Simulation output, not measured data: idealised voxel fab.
Title: Process Module voxel capacitor over wiring
Section shown: cut. Width: 300 nm. Cell size: 5 nm, square.
How to read a cross-section here: the picture is a grid of square cells, written as bands going from the top down, and any band can span one or more rows of cells. Within each band entry, the heights of the top and of the bottom of the band appear first, in that order and in nm; the materials of the band then follow from left to right, each with its corresponding width in nm. The designation "everywhere" on a single material indicates that it fills the band from edge to edge; the designation "blank" indicates empty space. Height is counted from the level 0, under which the received wafer is composed throughout of one material. The lowest of the bands is not closed at the bottom but continues downward, in the notation "0 down". With a width like "30..40", each row of cells in the band differs from the next by the same amount, the top row carrying the first number and the bottom row the second. Step note "left unchanged" = no cross-section cell changed. "Unvented internal voids": sealed empty spaces, 8 cells or more, no open way to top, listed width x height at distance, with distance from the left edge and width, height and distance in nm. What comes after the settings on a step's line is commentary from the simulator itself on that step. overlay nm: for a step with a mask, the amount by which the mask lay right of where it was planned; a negative amount means left of it.
**Steps planned for the process**
1) RECEIVE: material Si
2) CONFORMAL_DEP: material SiO2, thk nm 10
3) CONFORMAL_DEP: material SiN, thk nm 5
4) DIRECTIONAL_DEP: material SiO2, thk nm 15
5) PATTERN: tone open, mask id METAL_1, material resist, width nm 25, pitch nm 90, thk nm 20, overlay nm 0
6) DIRECTIONAL_ETCH: etch materials SiO2, depth nm 15
7) DIRECTIONAL_ETCH: etch materials SiN, depth nm 5
8) STRIP: etch materials resist
9) CONFORMAL_DEP: material TiN, thk nm 5
10) FILL_DEP: material Cu, thk nm 5
11) CMP: height nm 30
12) CONFORMAL_DEP: material SiCN, thk nm 5
13) DIRECTIONAL_DEP: material lowk, thk nm 10
14) MASKED_ETCH: tone open, mask id PLUG_1, width nm 15, etch materials lowk, depth nm 10, overlay nm 0
15) MASKED_ETCH: tone open, mask id PLUG_1, width nm 15, etch materials SiCN, depth nm 5, overlay nm 0
16) EPI: material Ru, thk nm 10
17) EPI: material Ru, thk nm 5
18) DIRECTIONAL_DEP: material TiN, thk nm 5
19) DIRECTIONAL_DEP: material HfO2, thk nm 5
20) DIRECTIONAL_DEP: material TiN, thk nm 5
21) PATTERN: tone cover, mask id UPPER_PLATE, material resist, width nm 70, thk nm 15, overlay nm 0
22) DIRECTIONAL_ETCH: etch materials TiN, depth nm 5
23) DIRECTIONAL_ETCH: etch materials HfO2, depth nm 5
24) STRIP: etch materials resist
25) MASKED_ETCH: tone cover, mask id LOWER_PLATE, width nm 80, etch materials TiN, depth nm 5, overlay nm 0
26) FILL_DEP: material SiO2, thk nm 20
27) CMP: height nm 75
28) MASKED_ETCH: tone open, mask id PLUG_2, width nm 15, etch materials SiO2, depth nm 15, overlay nm 0
29) CONFORMAL_DEP: material TiN, thk nm 5
30) FILL_DEP: material Cu, thk nm 5
31) CMP: height nm 75
32) CONFORMAL_DEP: material SiN, thk nm 5
**Delivered wafer in cross-section: state after step 1**
  0 down: Si everywhere
  Unvented internal voids: none
**Run as planned - first of the two wafers cross-sectioned at the end of the module**
  80 to 75: SiN everywhere
  75 to 65: SiO2 110 nm | TiN 5 nm | Cu 5 nm | TiN 5 nm | SiO2 175 nm
  65 to 55: SiO2 110..100 nm | TiN 15..70 nm | SiO2 175..130 nm
  55 to 50: SiO2 100 nm | HfO2 70 nm | SiO2 130 nm
  50 to 45: SiO2 95 nm | TiN 80 nm | SiO2 125 nm
  45 to 35: lowk 100 nm | Ru 15 nm | lowk 185 nm
  35 to 30: SiCN 100 nm | Ru 15 nm | SiCN 185 nm
  30 to 15: SiO2 90 nm | TiN 5 nm | Cu 15 nm | TiN 5 nm | SiO2 65 nm | TiN 5 nm | Cu 15 nm | TiN 5 nm | SiO2 95 nm
  15 to 10: SiN 90 nm | TiN 25 nm | SiN 65 nm | TiN 25 nm | SiN 95 nm
  10 to 0: SiO2 everywhere
  0 down: Si everywhere
  Unvented internal voids: none
**Wafer two, end of module, cross-section. Same start, same plan as wafer one. One mistake in the run**
  80 to 75: SiN everywhere
  75 to 70: SiO2 110 nm | TiN 5 nm | Cu 5 nm | TiN 5 nm | SiO2 175 nm
  70 to 65: SiO2 110 nm | TiN 15 nm | SiO2 175 nm
  65 to 60: SiO2 100 nm | TiN 5 nm | SiO2 5 nm | TiN 60 nm | SiO2 130 nm
  60 to 55: SiO2 100 nm | HfO2 5 nm | TiN 5 nm | HfO2 60 nm | SiO2 130 nm
  55 to 50: Ru 105 nm | HfO2 5 nm | Ru 190 nm
  50 to 45: TiN 100 nm | Ru 15 nm | TiN 185 nm
  45 to 40: lowk 100 nm | TiN 15 nm | lowk 185 nm
  40 to 35: lowk 100 nm | Ru 15 nm | lowk 185 nm
  35 to 30: SiCN 100 nm | Ru 15 nm | SiCN 185 nm
  30 to 15: SiO2 90 nm | TiN 5 nm | Cu 15 nm | TiN 5 nm | SiO2 65 nm | TiN 5 nm | Cu 15 nm | TiN 5 nm | SiO2 95 nm
  15 to 10: SiN 90 nm | TiN 25 nm | SiN 65 nm | TiN 25 nm | SiN 95 nm
  10 to 0: SiO2 everywhere
  0 down: Si everywhere
  Unvented internal voids: none
Misprocessing identified: steps 17 and 18 were swapped
Bottom line after processing is that, in cells, the second wafer is up or down on some materials versus the first: -1 Cu | +59 Ru | -100 SiO2 | +42 TiN
